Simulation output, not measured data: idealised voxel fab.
process module | voxel lift off
cross-section cut | 285 nm wide | cells 5 nm
A cross-section is a grid of square cells, given in bands from the top down. A band is one or more rows of cells.
Each band's line starts with the height of the band's top and of its bottom, in nm. Then come its materials from left to right, each with its width in nm. One material with "throughout" fills the band from edge to edge. "air" is empty space.
Height 0 is the level under which the wafer as received is all one material. The lowest band goes on downwards, as in "0 down".
A width such as "30 to 40" changes by the same amount from each row of cells to the next, from the band's top row to its bottom row.
"no change" after a step means that no cell of the cross-section changed.
closed voids: empty space of 8 cells or more with no open way to the top, each as width x height at its distance from the left edge, in nm
after a step's settings: what the simulator itself notes on the step
overlay nm, on a step with a mask: how far to the right of its planned place the mask lay; to the left if negative
plan
1 op RECEIVE | material Si
2 op CONFORMAL_DEP | material SiO2 | thk nm 10
3 op PATTERN | tone open | mask id LINES | material resist | width nm 25 | pitch nm 40 | thk nm 20 | overlay nm 0
4 op DIRECTIONAL_DEP | material Ru | thk nm 5
5 op STRIP | etch materials resist
6 op CONFORMAL_DEP | material SiN | thk nm 10
first wafer, as planned
as received, after step 1
  0 down: Si throughout
  closed voids: none
after step 2
  10 to 0: SiO2 throughout
  below 0: unchanged
after step 3
  30 to 10: resist 110 | air 25 | resist 15 | air 25 | resist 110
  below 10: unchanged
after step 4
  35 to 30: Ru 110 | air 25 | Ru 15 | air 25 | Ru 110
  30 to 15: resist 110 | air 25 | resist 15 | air 25 | resist 110
  15 to 10: resist 110 | Ru 25 | resist 15 | Ru 25 | resist 110
  below 10: unchanged
after step 5
  15 to 10: air 110 | Ru 25 | air 15 | Ru 25 | air 110
  below 10: unchanged
after step 6
  25 to 20: air 100 | SiN 85 | air 100
  20 to 15: SiN throughout
  15 to 10: SiN 110 | Ru 25 | SiN 15 | Ru 25 | SiN 110
  below 10: unchanged
second wafer: like start, like plan, one mistake. Through step 5 it matches the first wafer
when step 6 should have ended: no change
what went wrong: step 6 was left out
at the end the second wafer has, in cells: 121 fewer of SiN
